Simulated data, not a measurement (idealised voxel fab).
process module | voxel wiring stack
cross-section cut | 210 nm wide | cells 5 nm
A cross-section is a grid of square cells, given in bands from the top down. A band is one or more rows of cells.
Each band's line starts with the height of the band's top and of its bottom, in nm. Then come its materials from left to right, each with its width in nm. One material with "throughout" fills the band from edge to edge. "air" is empty space.
Height 0 is the level under which the wafer as received is all one material. The lowest band goes on downwards, as in "0 down".
A width such as "30 to 40" changes by the same amount from each row of cells to the next, from the band's top row to its bottom row.
"no change" after a step means that no cell of the cross-section changed.
closed voids: empty space of 8 cells or more with no open way to the top, each as width x height at its distance from the left edge, in nm
after a step's settings: what the simulator itself notes on the step
overlay nm, on a step with a mask: how far to the right of its planned place the mask lay; to the left if negative
plan
1 op RECEIVE | material Si
2 op CONFORMAL_DEP | material SiO2 | thk nm 10
3 op CONFORMAL_DEP | material SiN | thk nm 5
4 op DIRECTIONAL_DEP | material lowk | thk nm 25
5 op DIRECTIONAL_DEP | material aC | thk nm 15
6 op PATTERN | tone open | mask id METAL_1 | material resist | width nm 30 | pitch nm 45 | thk nm 30 | overlay nm 0
7 op DIRECTIONAL_ETCH | etch materials aC | depth nm 15
8 op STRIP | etch materials resist
9 op DIRECTIONAL_ETCH | etch materials lowk | depth nm 25
10 op DIRECTIONAL_ETCH | etch materials SiN | depth nm 5
11 op STRIP | etch materials aC
12 op CONFORMAL_DEP | material TiN | thk nm 5
13 op FILL_DEP | material Cu | thk nm 5
14 op CMP | height nm 40
15 op CONFORMAL_DEP | material SiCN | thk nm 5
16 op DIRECTIONAL_DEP | material lowk | thk nm 35
17 op DIRECTIONAL_DEP | material aC | thk nm 15
18 op PATTERN | tone open | mask id METAL_2_HOLES | material resist | width nm 15 | thk nm 35 | overlay nm 0
19 op DIRECTIONAL_ETCH | etch materials aC | depth nm 15
20 op STRIP | etch materials resist
21 op DIRECTIONAL_ETCH | etch materials lowk | depth nm 35
22 op STRIP | etch materials aC
23 op DIRECTIONAL_DEP | material aC | thk nm 15
24 op PATTERN | tone open | mask id METAL_2 | material resist | width nm 30 | pitch nm 45 | thk nm 30 | overlay nm 0
25 op DIRECTIONAL_ETCH | etch materials aC | depth nm 15
26 op STRIP | etch materials resist
27 op DIRECTIONAL_ETCH | etch materials lowk | depth nm 20
28 op DIRECTIONAL_ETCH | etch materials SiCN | depth nm 5
29 op STRIP | etch materials aC
30 op CONFORMAL_DEP | material TiN | thk nm 5
31 op FILL_DEP | material Cu | thk nm 5
32 op CMP | height nm 80
33 op CONFORMAL_DEP | material SiCN | thk nm 5
34 op DIRECTIONAL_DEP | material SiO2 | thk nm 15
35 op MASKED_ETCH | tone open | mask id PLUG_2 | width nm 15 | etch materials SiO2 | depth nm 15 | overlay nm 0
36 op MASKED_ETCH | tone open | mask id PLUG_2 | width nm 15 | etch materials SiCN | depth nm 5 | overlay nm -15
37 op EPI | material Ru | thk nm 10
38 op EPI | material Ru | thk nm 10
39 op CONFORMAL_DEP | material SiN | thk nm 5
40 op DIRECTIONAL_DEP | material lowk | thk nm 20
41 op PATTERN | tone open | mask id METAL_3 | material resist | width nm 30 | pitch nm 45 | thk nm 20 | overlay nm 0
42 op DIRECTIONAL_ETCH | etch materials lowk | depth nm 20
43 op DIRECTIONAL_ETCH | etch materials SiN | depth nm 5
44 op STRIP | etch materials resist
45 op CONFORMAL_DEP | material TiN | thk nm 5
46 op FILL_DEP | material W | thk nm 5
47 op CMP | height nm 125
48 op CONFORMAL_DEP | material SiCN | thk nm 5
varied across the wafers: overlay nm of step 36. The plan shows the first wafer's value. All wafers start alike
first wafer as received, after step 1
  0 down: Si throughout
  closed voids: none
each wafer at the end: cells of each material gained (+) or lost (-) since it was received, then its closed voids
overlay nm -15 | +68 Cu | +123 SiCN | +66 SiN | +201 SiO2 | +95 TiN | +32 W | +507 lowk | closed voids: none
overlay nm -10 | +68 Cu | +10 Ru | +122 SiCN | +60 SiN | +201 SiO2 | +92 TiN | +32 W | +507 lowk | closed voids: none
overlay nm -5 | +68 Cu | +11 Ru | +121 SiCN | +60 SiN | +201 SiO2 | +92 TiN | +32 W | +507 lowk | closed voids: none
overlay nm 0 | +68 Cu | +12 Ru | +120 SiCN | +60 SiN | +201 SiO2 | +92 TiN | +32 W | +507 lowk | closed voids: none
overlay nm 5 | +68 Cu | +11 Ru | +121 SiCN | +60 SiN | +201 SiO2 | +92 TiN | +32 W | +507 lowk | closed voids: none
overlay nm 10 | +68 Cu | +10 Ru | +122 SiCN | +60 SiN | +201 SiO2 | +92 TiN | +32 W | +507 lowk | closed voids: none
overlay nm 15 | +68 Cu | +123 SiCN | +66 SiN | +201 SiO2 | +95 TiN | +32 W | +507 lowk | closed voids: none
